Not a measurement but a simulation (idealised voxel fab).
The following is a process module called voxel capacitor over wiring.
Section cut is 200 nm wide and gridded with 5 nm square cells.
Each cross-section below is a grid of square cells, stated as bands in top-down order, with one or more rows of cells making up each band. In this notation a band is specified by the heights of its top and bottom, in that order and in nm, after which its materials appear from left to right, each paired with its width in nm. The word "everywhere" attached to a single material means that material fills the band from edge to edge; the word "empty" stands for empty space. Height reference: 0 = level under which incoming wafer is all one material. Lowest band: no bottom, runs on downward, e.g. "z 0 and below". Top row gets the first number, bottom row gets the second, and each row in between changes by the same step: that is how a band width like "30->40" works. For the purposes of this document, the phrase "no change occurred" attached to a step denotes that no cell within the cross-section was modified by that step. "Trapped cavities" lists enclosed empty spaces (at least 8 cells, no open path upward to the top), each as width x height at distance from the left edge, in nm. Note: text after step settings on the step line = simulator remark on that step. Regarding "overlay nm": on a step with a mask, it is the distance the mask lay to the right of its planned place; a negative value places it to the left.
The process steps that were planned are listed below
1: RECEIVE with material Si
2: CONFORMAL_DEP with material SiO2, thk nm 15
3: DIRECTIONAL_DEP with material TiN, thk nm 5
4: DIRECTIONAL_DEP with material Ru, thk nm 15
5: MASKED_ETCH with tone cover, mask id METAL_1, width nm 25, pitch nm 85, etch materials Ru, depth nm 15, overlay nm 0
6: MASKED_ETCH with tone cover, mask id METAL_1, width nm 25, pitch nm 85, etch materials TiN, depth nm 5, overlay nm 0
7: FILL_DEP with material lowk, thk nm 10
8: CMP with height nm 35
9: CONFORMAL_DEP with material SiCN, thk nm 5
10: DIRECTIONAL_DEP with material lowk, thk nm 20
11: MASKED_ETCH with tone open, mask id PLUG_1, width nm 15, etch materials lowk, depth nm 20, overlay nm 0
12: MASKED_ETCH with tone open, mask id PLUG_1, width nm 15, etch materials SiCN, depth nm 5, overlay nm 0
13: EPI with material Ru, thk nm 10
14: EPI with material Ru, thk nm 10
15: EPI with material Ru, thk nm 5
16: DIRECTIONAL_DEP with material TiN, thk nm 10
17: DIRECTIONAL_DEP with material Al2O3, thk nm 5
18: DIRECTIONAL_DEP with material TiN, thk nm 5
19: PATTERN with tone cover, mask id UPPER_PLATE, material resist, width nm 65, thk nm 15, overlay nm 0
20: DIRECTIONAL_ETCH with etch materials TiN, depth nm 5
21: DIRECTIONAL_ETCH with etch materials Al2O3, depth nm 5
22: STRIP with etch materials resist
23: PATTERN with tone cover, mask id LOWER_PLATE, material resist, width nm 75, thk nm 20, overlay nm 0
24: DIRECTIONAL_ETCH with etch materials TiN, depth nm 10
25: STRIP with etch materials resist
26: FILL_DEP with material SiO2, thk nm 15
27: CMP with height nm 90
28: DIRECTIONAL_DEP with material aC, thk nm 15
29: PATTERN with tone open, mask id PLUG_2, material resist, width nm 15, thk nm 30, overlay nm 0
30: DIRECTIONAL_ETCH with etch materials aC, depth nm 15
31: STRIP with etch materials resist
32: DIRECTIONAL_ETCH with etch materials SiO2, depth nm 10
33: STRIP with etch materials aC
34: CONFORMAL_DEP with material TiN, thk nm 5
35: FILL_DEP with material W, thk nm 10
36: CMP with height nm 90
37: CONFORMAL_DEP with material SiCN, thk nm 5
Wafer as received: cross-section following step 1
    z 0 and below: Si everywhere
    Trapped cavities: none
Wafer cross-section at end of module: start and plan as shown above, one execution error
    z 95 to 90: SiCN everywhere
    z 90 to 85: 65 SiO2 / 5 TiN / 5 W / 5 TiN / 120 SiO2
    z 85 to 80: 65 SiO2 / 15 TiN / 120 SiO2
    z 80 to 75: SiO2 everywhere
    z 75 to 70: 55 SiO2 / 65 TiN / 80 SiO2
    z 70 to 60: 50 SiO2 / 75 TiN / 75 SiO2
    z 60 to 40: 55 lowk / 15 Ru / 130 lowk
    z 40 to 35: 55 SiCN / 15 Ru / 130 SiCN
    z 35 to 20: 45 lowk / 25 Ru / 60 lowk / 25 Ru / 45 lowk
    z 20 to 15: 45 lowk / 25 TiN / 60 lowk / 25 TiN / 45 lowk
    z 15 to 0: SiO2 everywhere
    z 0 and below: Si everywhere
    Trapped cavities: none
Want to know what went wrong? plan step 17 skipped
